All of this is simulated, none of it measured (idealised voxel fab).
This section sets out a process module, namely voxel transistor to metal.
The figure presents cross-section cut, which has a width of 205 nm and is divided into square cells with an edge length of 5 nm.
Reading order for cross-sections: top band down to bottom band. Underlying form: a grid of square cells. Band size: one or more rows of cells.
Each band's line starts with the height of the band's top and of its bottom, in nm. Then come its materials from left to right, each with its width in nm. One material with "all across" fills the band from edge to edge. "empty" is empty space.
Measure heights from 0. That's the level where, below it, the as-received wafer is all one material. The lowest band is bottomless and extends downward; write it as in "top 0, no bottom".
Graded width ("30 to 40"): value in top row of band = first number; value in bottom row = second number; row-to-row change constant.
Where the words "nothing different" appear for a step, the cross-section shows no cell changed by that step; every cell remained as before.
Entry "Enclosed void catalog". Content: empty spaces with no open connection to the top, size 8 cells or greater. Each: width x height at distance. Distance: from left edge. Unit: nm.
Whatever follows a step's settings on its line is a remark the simulator itself makes about that step.
When a step includes a mask, the "overlay nm" setting on its line states how far to the right of its planned place that mask lay, and negative values state how far to the left.
**Set out below are the planned steps of the process**
1 op RECEIVE | material Si
2 op CONFORMAL_DEP | material SiO2 | thk nm 5
3 op CONFORMAL_DEP | material SiN | thk nm 15
4 op DIRECTIONAL_DEP | material aC | thk nm 15
5 op PATTERN | tone cover | mask id ACTIVE | material resist | width nm 105 | thk nm 30 | overlay nm 0
6 op DIRECTIONAL_ETCH | etch materials aC | depth nm 15
7 op STRIP | etch materials resist
8 op DIRECTIONAL_ETCH | etch materials SiN | depth nm 15
9 op DIRECTIONAL_ETCH | etch materials SiO2 | depth nm 5
10 op DIRECTIONAL_ETCH | etch materials Si | depth nm 35
11 op STRIP | etch materials aC
12 op FILL_DEP | material SiO2 | thk nm 15
13 op CMP | height nm 20
14 op SELECTIVE_ETCH | etch materials SiO2 | depth nm 15
15 op STRIP | etch materials SiN
16 op SELECTIVE_ETCH | etch materials SiO2 | depth nm 5
17 op OXIDIZE | depth nm 5
18 op DIRECTIONAL_DEP | material polySi | thk nm 20
19 op DIRECTIONAL_DEP | material SiCN | thk nm 10
20 op MASKED_ETCH | tone cover | mask id GATE | width nm 25 | etch materials SiCN | depth nm 20 | overlay nm 0
21 op MASKED_ETCH | tone cover | mask id GATE | width nm 25 | etch materials polySi | depth nm 30 | overlay nm 0
22 op CONFORMAL_DEP | material SiO2 | thk nm 5
23 op DIRECTIONAL_ETCH | etch materials SiO2 | depth nm 5
24 op CONFORMAL_DEP | material SiN | thk nm 10
25 op DIRECTIONAL_ETCH | etch materials SiN | depth nm 10
26 op DIRECTIONAL_ETCH | etch materials SiO2 | depth nm 5
27 op DIRECTIONAL_ETCH | etch materials Si | depth nm 15
28 op EPI | material nSi | thk nm 15
29 op FILL_DEP | material SiO2 | thk nm 5
30 op CMP | height nm 30
31 op DIRECTIONAL_DEP | material SiO2 | thk nm 15
32 op PATTERN | tone open | mask id CONTACT | material resist | width nm 25 | pitch nm 60 | thk nm 20 | overlay nm 0
33 op DIRECTIONAL_ETCH | etch materials SiO2 | depth nm 35
34 op STRIP | etch materials resist
35 op CONFORMAL_DEP | material TiN | thk nm 5
36 op FILL_DEP | material Ru | thk nm 5
37 op CMP | height nm 45
38 op DIRECTIONAL_DEP | material TiN | thk nm 5
39 op DIRECTIONAL_DEP | material Ru | thk nm 20
40 op PATTERN | tone cover | mask id METAL_1 | material resist | width nm 15 | pitch nm 70 | thk nm 20 | overlay nm 0
41 op DIRECTIONAL_ETCH | etch materials Ru | depth nm 20
42 op DIRECTIONAL_ETCH | etch materials TiN | depth nm 5
43 op STRIP | etch materials resist
44 op CONFORMAL_DEP | material SiN | thk nm 5
45 op FILL_DEP | material SiO2 | thk nm 5
46 op CMP | height nm 70
47 op CONFORMAL_DEP | material SiN | thk nm 5
**Of two wafers, the first: run according to plan**
**Cross-section of the wafer upon arrival, representing the state reached after step 1**
    top 0, no bottom | Si all across
    Enclosed void catalog: none
**The wafer in cross-section once step 2 is complete**
    top 5, bottom 0 | SiO2 all across
    Whatever lies below 0 is exactly as it was before.
**The wafer in cross-section once step 3 is complete**
    top 20, bottom 5 | SiN all across
    Whatever lies below 5 is exactly as it was before.
**The wafer in cross-section once step 4 is complete**
    top 35, bottom 20 | aC all across
    Whatever lies below 20 is exactly as it was before.
**The wafer in cross-section once step 5 is complete**
    top 65, bottom 35 | empty 50 nm  resist 105 nm  empty 50 nm
    Whatever lies below 35 is exactly as it was before.
**The wafer in cross-section once step 6 is complete**
    top 50, bottom 35 | empty 50 nm  resist 105 nm  empty 50 nm
    top 35, bottom 20 | empty 50 nm  aC 105 nm  empty 50 nm
    Whatever lies below 20 is exactly as it was before.
**The wafer in cross-section once step 7 is complete**
    top 35, bottom 20 | empty 50 nm  aC 105 nm  empty 50 nm
    Whatever lies below 20 is exactly as it was before.
**The wafer in cross-section once step 8 is complete**
    top 35, bottom 20 | empty 50 nm  aC 105 nm  empty 50 nm
    top 20, bottom 5 | empty 50 nm  SiN 105 nm  empty 50 nm
    Whatever lies below 5 is exactly as it was before.
**The wafer in cross-section once step 9 is complete**
    top 35, bottom 20 | empty 50 nm  aC 105 nm  empty 50 nm
    top 20, bottom 5 | empty 50 nm  SiN 105 nm  empty 50 nm
    top 5, bottom 0 | empty 50 nm  SiO2 105 nm  empty 50 nm
    Whatever lies below 0 is exactly as it was before.
**The wafer in cross-section once step 10 is complete**
    top 35, bottom 20 | empty 50 nm  aC 105 nm  empty 50 nm
    top 20, bottom 5 | empty 50 nm  SiN 105 nm  empty 50 nm
    top 5, bottom 0 | empty 50 nm  SiO2 105 nm  empty 50 nm
    top 0, bottom -35 | empty 50 nm  Si 105 nm  empty 50 nm
    Whatever lies below -35 is exactly as it was before.
**The wafer in cross-section once step 11 is complete**
    top 20, bottom 5 | empty 50 nm  SiN 105 nm  empty 50 nm
    Whatever lies below 5 is exactly as it was before.
**The wafer in cross-section once step 12 is complete**
    top 35, bottom 20 | SiO2 all across
    top 20, bottom 5 | SiO2 50 nm  SiN 105 nm  SiO2 50 nm
    top 5, bottom 0 | SiO2 all across
    top 0, bottom -35 | SiO2 50 nm  Si 105 nm  SiO2 50 nm
    Whatever lies below -35 is exactly as it was before.
**The wafer in cross-section once step 13 is complete**
    top 20, bottom 5 | SiO2 50 nm  SiN 105 nm  SiO2 50 nm
    Whatever lies below 5 is exactly as it was before.
**The wafer in cross-section once step 14 is complete**
    top 20, bottom 5 | empty 50 nm  SiN 105 nm  empty 50 nm
    Whatever lies below 5 is exactly as it was before.
**The wafer in cross-section once step 15 is complete**
    top 5, bottom 0 | SiO2 all across
    Whatever lies below 0 is exactly as it was before.
**The wafer in cross-section once step 16 is complete**
    top 0, bottom -35 | SiO2 50 nm  Si 105 nm  SiO2 50 nm
    Whatever lies below -35 is exactly as it was before.
**The wafer in cross-section once step 17 is complete**
    top 0, bottom -5 | SiO2 all across
    Whatever lies below -5 is exactly as it was before.
**The wafer in cross-section once step 18 is complete**
    top 20, bottom 0 | polySi all across
    Whatever lies below 0 is exactly as it was before.
**The wafer in cross-section once step 19 is complete**
    top 30, bottom 20 | SiCN all across
    Whatever lies below 20 is exactly as it was before.
**The wafer in cross-section once step 20 is complete**
    top 30, bottom 20 | empty 90 nm  SiCN 25 nm  empty 90 nm
    Whatever lies below 20 is exactly as it was before.
**The wafer in cross-section once step 21 is complete**
    top 30, bottom 20 | empty 90 nm  SiCN 25 nm  empty 90 nm
    top 20, bottom 0 | empty 90 nm  polySi 25 nm  empty 90 nm
    Whatever lies below 0 is exactly as it was before.
**The wafer in cross-section once step 22 is complete**
    top 35, bottom 30 | empty 85 nm  SiO2 35 nm  empty 85 nm
    top 30, bottom 20 | empty 85 nm  SiO2 5 nm  SiCN 25 nm  SiO2 5 nm  empty 85 nm
    top 20, bottom 5 | empty 85 nm  SiO2 5 nm  polySi 25 nm  SiO2 5 nm  empty 85 nm
    top 5, bottom 0 | SiO2 90 nm  polySi 25 nm  SiO2 90 nm
    Whatever lies below 0 is exactly as it was before.
**The wafer in cross-section once step 23 is complete**
    top 30, bottom 20 | empty 85 nm  SiO2 5 nm  SiCN 25 nm  SiO2 5 nm  empty 85 nm
    top 20, bottom 0 | empty 85 nm  SiO2 5 nm  polySi 25 nm  SiO2 5 nm  empty 85 nm
    Whatever lies below 0 is exactly as it was before.
**The wafer in cross-section once step 24 is complete**
    top 40, bottom 30 | empty 75 nm  SiN 55 nm  empty 75 nm
    top 30, bottom 20 | empty 75 nm  SiN 10 nm  SiO2 5 nm  SiCN 25 nm  SiO2 5 nm  SiN 10 nm  empty 75 nm
    top 20, bottom 10 | empty 75 nm  SiN 10 nm  SiO2 5 nm  polySi 25 nm  SiO2 5 nm  SiN 10 nm  empty 75 nm
    top 10, bottom 0 | SiN 85 nm  SiO2 5 nm  polySi 25 nm  SiO2 5 nm  SiN 85 nm
    Whatever lies below 0 is exactly as it was before.
**The wafer in cross-section once step 25 is complete**
    top 30, bottom 20 | empty 75 nm  SiN 10 nm  SiO2 5 nm  SiCN 25 nm  SiO2 5 nm  SiN 10 nm  empty 75 nm
    top 20, bottom 0 | empty 75 nm  SiN 10 nm  SiO2 5 nm  polySi 25 nm  SiO2 5 nm  SiN 10 nm  empty 75 nm
    Whatever lies below 0 is exactly as it was before.
**The wafer in cross-section once step 26 is complete**
    top 30, bottom 25 | empty 75 nm  SiN 10 nm  empty 5 nm  SiCN 25 nm  empty 5 nm  SiN 10 nm  empty 75 nm
    top 25, bottom 20 | empty 75 nm  SiN 10 nm  SiO2 5 nm  SiCN 25 nm  SiO2 5 nm  SiN 10 nm  empty 75 nm
    top 20, bottom 0 | empty 75 nm  SiN 10 nm  SiO2 5 nm  polySi 25 nm  SiO2 5 nm  SiN 10 nm  empty 75 nm
    top 0, bottom -5 | empty 75 nm  SiO2 55 nm  empty 75 nm
    Whatever lies below -5 is exactly as it was before.
**The wafer in cross-section once step 27 is complete**
    top 30, bottom 25 | empty 75 nm  SiN 10 nm  empty 5 nm  SiCN 25 nm  empty 5 nm  SiN 10 nm  empty 75 nm
    top 25, bottom 20 | empty 75 nm  SiN 10 nm  SiO2 5 nm  SiCN 25 nm  SiO2 5 nm  SiN 10 nm  empty 75 nm
    top 20, bottom 0 | empty 75 nm  SiN 10 nm  SiO2 5 nm  polySi 25 nm  SiO2 5 nm  SiN 10 nm  empty 75 nm
    top 0, bottom -5 | empty 75 nm  SiO2 55 nm  empty 75 nm
    top -5, bottom -20 | SiO2 50 nm  empty 25 nm  Si 55 nm  empty 25 nm  SiO2 50 nm
    Whatever lies below -20 is exactly as it was before.
**The wafer in cross-section once step 28 is complete**
    top 30, bottom 25 | empty 75 nm  SiN 10 nm  empty 5 nm  SiCN 25 nm  empty 5 nm  SiN 10 nm  empty 75 nm
    top 25, bottom 20 | empty 75 nm  SiN 10 nm  SiO2 5 nm  SiCN 25 nm  SiO2 5 nm  SiN 10 nm  empty 75 nm
    top 20, bottom 10 | empty 75 nm  SiN 10 nm  SiO2 5 nm  polySi 25 nm  SiO2 5 nm  SiN 10 nm  empty 75 nm
    top 10, bottom 0 | empty 60 nm  nSi 15 nm  SiN 10 nm  SiO2 5 nm  polySi 25 nm  SiO2 5 nm  SiN 10 nm  nSi 15 nm  empty 60 nm
    top 0, bottom -5 | empty 60 nm  nSi 15 nm  SiO2 55 nm  nSi 15 nm  empty 60 nm
    top -5, bottom -20 | SiO2 50 nm  nSi 25 nm  Si 55 nm  nSi 25 nm  SiO2 50 nm
    Whatever lies below -20 is exactly as it was before.
**The wafer in cross-section once step 29 is complete**
    top 35, bottom 30 | SiO2 all across
    top 30, bottom 20 | SiO2 75 nm  SiN 10 nm  SiO2 5 nm  SiCN 25 nm  SiO2 5 nm  SiN 10 nm  SiO2 75 nm
    top 20, bottom 10 | SiO2 75 nm  SiN 10 nm  SiO2 5 nm  polySi 25 nm  SiO2 5 nm  SiN 10 nm  SiO2 75 nm
    top 10, bottom 0 | SiO2 60 nm  nSi 15 nm  SiN 10 nm  SiO2 5 nm  polySi 25 nm  SiO2 5 nm  SiN 10 nm  nSi 15 nm  SiO2 60 nm
    top 0, bottom -5 | SiO2 60 nm  nSi 15 nm  SiO2 55 nm  nSi 15 nm  SiO2 60 nm
    Whatever lies below -5 is exactly as it was before.
**The wafer in cross-section once step 30 is complete**
    top 30, bottom 20 | SiO2 75 nm  SiN 10 nm  SiO2 5 nm  SiCN 25 nm  SiO2 5 nm  SiN 10 nm  SiO2 75 nm
    Whatever lies below 20 is exactly as it was before.
**The wafer in cross-section once step 31 is complete**
    top 45, bottom 30 | SiO2 all across
    Whatever lies below 30 is exactly as it was before.
**The wafer in cross-section once step 32 is complete**
    top 65, bottom 45 | resist 60 nm  empty 25 nm  resist 35 nm  empty 25 nm  resist 60 nm
    Whatever lies below 45 is exactly as it was before.
**The wafer in cross-section once step 33 is complete**
    top 65, bottom 45 | resist 60 nm  empty 25 nm  resist 35 nm  empty 25 nm  resist 60 nm
    top 45, bottom 30 | SiO2 60 nm  empty 25 nm  SiO2 35 nm  empty 25 nm  SiO2 60 nm
    top 30, bottom 20 | SiO2 60 nm  empty 15 nm  SiN 10 nm  SiO2 5 nm  SiCN 25 nm  SiO2 5 nm  SiN 10 nm  empty 15 nm  SiO2 60 nm
    top 20, bottom 10 | SiO2 60 nm  empty 15 nm  SiN 10 nm  SiO2 5 nm  polySi 25 nm  SiO2 5 nm  SiN 10 nm  empty 15 nm  SiO2 60 nm
    Whatever lies below 10 is exactly as it was before.
**The wafer in cross-section once step 34 is complete**
    top 45, bottom 30 | SiO2 60 nm  empty 25 nm  SiO2 35 nm  empty 25 nm  SiO2 60 nm
    Whatever lies below 30 is exactly as it was before.
**The wafer in cross-section once step 35 is complete**
    top 50, bottom 45 | TiN 65 nm  empty 15 nm  TiN 45 nm  empty 15 nm  TiN 65 nm
    top 45, bottom 35 | SiO2 60 nm  TiN 5 nm  empty 15 nm  TiN 5 nm  SiO2 35 nm  TiN 5 nm  empty 15 nm  TiN 5 nm  SiO2 60 nm
    top 35, bottom 30 | SiO2 60 nm  TiN 5 nm  empty 5 nm  TiN 15 nm  SiO2 35 nm  TiN 15 nm  empty 5 nm  TiN 5 nm  SiO2 60 nm
    top 30, bottom 20 | SiO2 60 nm  TiN 5 nm  empty 5 nm  TiN 5 nm  SiN 10 nm  SiO2 5 nm  SiCN 25 nm  SiO2 5 nm  SiN 10 nm  TiN 5 nm  empty 5 nm  TiN 5 nm  SiO2 60 nm
    top 20, bottom 15 | SiO2 60 nm  TiN 5 nm  empty 5 nm  TiN 5 nm  SiN 10 nm  SiO2 5 nm  polySi 25 nm  SiO2 5 nm  SiN 10 nm  TiN 5 nm  empty 5 nm  TiN 5 nm  SiO2 60 nm
    top 15, bottom 10 | SiO2 60 nm  TiN 15 nm  SiN 10 nm  SiO2 5 nm  polySi 25 nm  SiO2 5 nm  SiN 10 nm  TiN 15 nm  SiO2 60 nm
    Whatever lies below 10 is exactly as it was before.
**The wafer in cross-section once step 36 is complete**
    top 55, bottom 50 | Ru all across
    top 50, bottom 45 | TiN 65 nm  Ru 15 nm  TiN 45 nm  Ru 15 nm  TiN 65 nm
    top 45, bottom 35 | SiO2 60 nm  TiN 5 nm  Ru 15 nm  TiN 5 nm  SiO2 35 nm  TiN 5 nm  Ru 15 nm  TiN 5 nm  SiO2 60 nm
    top 35, bottom 30 | SiO2 60 nm  TiN 5 nm  Ru 5 nm  TiN 15 nm  SiO2 35 nm  TiN 15 nm  Ru 5 nm  TiN 5 nm  SiO2 60 nm
    top 30, bottom 20 | SiO2 60 nm  TiN 5 nm  Ru 5 nm  TiN 5 nm  SiN 10 nm  SiO2 5 nm  SiCN 25 nm  SiO2 5 nm  SiN 10 nm  TiN 5 nm  Ru 5 nm  TiN 5 nm  SiO2 60 nm
    top 20, bottom 15 | SiO2 60 nm  TiN 5 nm  Ru 5 nm  TiN 5 nm  SiN 10 nm  SiO2 5 nm  polySi 25 nm  SiO2 5 nm  SiN 10 nm  TiN 5 nm  Ru 5 nm  TiN 5 nm  SiO2 60 nm
    Whatever lies below 15 is exactly as it was before.
**The wafer in cross-section once step 37 is complete**
    top 45, bottom 35 | SiO2 60 nm  TiN 5 nm  Ru 15 nm  TiN 5 nm  SiO2 35 nm  TiN 5 nm  Ru 15 nm  TiN 5 nm  SiO2 60 nm
    Whatever lies below 35 is exactly as it was before.
**The wafer in cross-section once step 38 is complete**
    top 50, bottom 45 | TiN all across
    Whatever lies below 45 is exactly as it was before.
**The wafer in cross-section once step 39 is complete**
    top 70, bottom 50 | Ru all across
    Whatever lies below 50 is exactly as it was before.
**The wafer in cross-section once step 40 is complete**
    top 90, bottom 70 | empty 60 nm  resist 15 nm  empty 55 nm  resist 15 nm  empty 60 nm
    Whatever lies below 70 is exactly as it was before.
**The wafer in cross-section once step 41 is complete**
    top 90, bottom 70 | empty 60 nm  resist 15 nm  empty 55 nm  resist 15 nm  empty 60 nm
    top 70, bottom 50 | empty 60 nm  Ru 15 nm  empty 55 nm  Ru 15 nm  empty 60 nm
    Whatever lies below 50 is exactly as it was before.
**The wafer in cross-section once step 42 is complete**
    top 90, bottom 70 | empty 60 nm  resist 15 nm  empty 55 nm  resist 15 nm  empty 60 nm
    top 70, bottom 50 | empty 60 nm  Ru 15 nm  empty 55 nm  Ru 15 nm  empty 60 nm
    top 50, bottom 45 | empty 60 nm  TiN 15 nm  empty 55 nm  TiN 15 nm  empty 60 nm
    Whatever lies below 45 is exactly as it was before.
**The wafer in cross-section once step 43 is complete**
    top 70, bottom 50 | empty 60 nm  Ru 15 nm  empty 55 nm  Ru 15 nm  empty 60 nm
    Whatever lies below 50 is exactly as it was before.
**The wafer in cross-section once step 44 is complete**
    top 75, bottom 70 | empty 55 nm  SiN 25 nm  empty 45 nm  SiN 25 nm  empty 55 nm
    top 70, bottom 50 | empty 55 nm  SiN 5 nm  Ru 15 nm  SiN 5 nm  empty 45 nm  SiN 5 nm  Ru 15 nm  SiN 5 nm  empty 55 nm
    top 50, bottom 45 | SiN 60 nm  TiN 15 nm  SiN 55 nm  TiN 15 nm  SiN 60 nm
    Whatever lies below 45 is exactly as it was before.
**The wafer in cross-section once step 45 is complete**
    top 80, bottom 75 | SiO2 all across
    top 75, bottom 70 | SiO2 55 nm  SiN 25 nm  SiO2 45 nm  SiN 25 nm  SiO2 55 nm
    top 70, bottom 50 | SiO2 55 nm  SiN 5 nm  Ru 15 nm  SiN 5 nm  SiO2 45 nm  SiN 5 nm  Ru 15 nm  SiN 5 nm  SiO2 55 nm
    Whatever lies below 50 is exactly as it was before.
**The wafer in cross-section once step 46 is complete**
    top 70, bottom 50 | SiO2 55 nm  SiN 5 nm  Ru 15 nm  SiN 5 nm  SiO2 45 nm  SiN 5 nm  Ru 15 nm  SiN 5 nm  SiO2 55 nm
    Whatever lies below 50 is exactly as it was before.
**The wafer in cross-section once step 47 is complete**
    top 75, bottom 70 | SiN all across
    Whatever lies below 70 is exactly as it was before.
**Second wafer: same start and same plan as the first, one execution error; identical to the first through step 35**
**Here is the second wafer in cross-section at the point where step 36 of the plan should have been done**
    top 55, bottom 50 | SiO2 all across
    top 50, bottom 45 | TiN 65 nm  SiO2 15 nm  TiN 45 nm  SiO2 15 nm  TiN 65 nm
    top 45, bottom 35 | SiO2 60 nm  TiN 5 nm  SiO2 15 nm  TiN 5 nm  SiO2 35 nm  TiN 5 nm  SiO2 15 nm  TiN 5 nm  SiO2 60 nm
    top 35, bottom 30 | SiO2 60 nm  TiN 5 nm  SiO2 5 nm  TiN 15 nm  SiO2 35 nm  TiN 15 nm  SiO2 5 nm  TiN 5 nm  SiO2 60 nm
    top 30, bottom 20 | SiO2 60 nm  TiN 5 nm  SiO2 5 nm  TiN 5 nm  SiN 10 nm  SiO2 5 nm  SiCN 25 nm  SiO2 5 nm  SiN 10 nm  TiN 5 nm  SiO2 5 nm  TiN 5 nm  SiO2 60 nm
    top 20, bottom 15 | SiO2 60 nm  TiN 5 nm  SiO2 5 nm  TiN 5 nm  SiN 10 nm  SiO2 5 nm  polySi 25 nm  SiO2 5 nm  SiN 10 nm  TiN 5 nm  SiO2 5 nm  TiN 5 nm  SiO2 60 nm
    Whatever lies below 15 is exactly as it was before.
**Here is the second wafer in cross-section at the point where step 37 of the plan should have been done**
    top 45, bottom 35 | SiO2 60 nm  TiN 5 nm  SiO2 15 nm  TiN 5 nm  SiO2 35 nm  TiN 5 nm  SiO2 15 nm  TiN 5 nm  SiO2 60 nm
    Whatever lies below 35 is exactly as it was before.
**Here is the second wafer in cross-section at the point where step 38 of the plan should have been done**
    top 50, bottom 45 | TiN all across
    Whatever lies below 45 is exactly as it was before.
**Here is the second wafer in cross-section at the point where step 39 of the plan should have been done**
    top 70, bottom 50 | Ru all across
    Whatever lies below 50 is exactly as it was before.
**Here is the second wafer in cross-section at the point where step 40 of the plan should have been done**
    top 90, bottom 70 | empty 60 nm  resist 15 nm  empty 55 nm  resist 15 nm  empty 60 nm
    Whatever lies below 70 is exactly as it was before.
**Here is the second wafer in cross-section at the point where step 41 of the plan should have been done**
    top 90, bottom 70 | empty 60 nm  resist 15 nm  empty 55 nm  resist 15 nm  empty 60 nm
    top 70, bottom 50 | empty 60 nm  Ru 15 nm  empty 55 nm  Ru 15 nm  empty 60 nm
    Whatever lies below 50 is exactly as it was before.
**Here is the second wafer in cross-section at the point where step 42 of the plan should have been done**
    top 90, bottom 70 | empty 60 nm  resist 15 nm  empty 55 nm  resist 15 nm  empty 60 nm
    top 70, bottom 50 | empty 60 nm  Ru 15 nm  empty 55 nm  Ru 15 nm  empty 60 nm
    top 50, bottom 45 | empty 60 nm  TiN 15 nm  empty 55 nm  TiN 15 nm  empty 60 nm
    Whatever lies below 45 is exactly as it was before.
**Here is the second wafer in cross-section at the point where step 43 of the plan should have been done**
    top 70, bottom 50 | empty 60 nm  Ru 15 nm  empty 55 nm  Ru 15 nm  empty 60 nm
    Whatever lies below 50 is exactly as it was before.
**Here is the second wafer in cross-section at the point where step 44 of the plan should have been done**
    top 75, bottom 70 | empty 55 nm  SiN 25 nm  empty 45 nm  SiN 25 nm  empty 55 nm
    top 70, bottom 50 | empty 55 nm  SiN 5 nm  Ru 15 nm  SiN 5 nm  empty 45 nm  SiN 5 nm  Ru 15 nm  SiN 5 nm  empty 55 nm
    top 50, bottom 45 | SiN 60 nm  TiN 15 nm  SiN 55 nm  TiN 15 nm  SiN 60 nm
    Whatever lies below 45 is exactly as it was before.
**Here is the second wafer in cross-section at the point where step 45 of the plan should have been done**
    top 80, bottom 75 | SiO2 all across
    top 75, bottom 70 | SiO2 55 nm  SiN 25 nm  SiO2 45 nm  SiN 25 nm  SiO2 55 nm
    top 70, bottom 50 | SiO2 55 nm  SiN 5 nm  Ru 15 nm  SiN 5 nm  SiO2 45 nm  SiN 5 nm  Ru 15 nm  SiN 5 nm  SiO2 55 nm
    Whatever lies below 50 is exactly as it was before.
**Here is the second wafer in cross-section at the point where step 46 of the plan should have been done**
    top 70, bottom 50 | SiO2 55 nm  SiN 5 nm  Ru 15 nm  SiN 5 nm  SiO2 45 nm  SiN 5 nm  Ru 15 nm  SiN 5 nm  SiO2 55 nm
    Whatever lies below 50 is exactly as it was before.
**Here is the second wafer in cross-section at the point where step 47 of the plan should have been done**
    top 75, bottom 70 | SiN all across
    Whatever lies below 70 is exactly as it was before.
Where did the run depart from the plan? step 36 ran differently from the plan; actual operation with settings: op FILL_DEP | material SiO2 | thk nm 5
End check, counted in cells, second wafer has more or fewer of these materials than the first: Ru -20, SiO2 +20
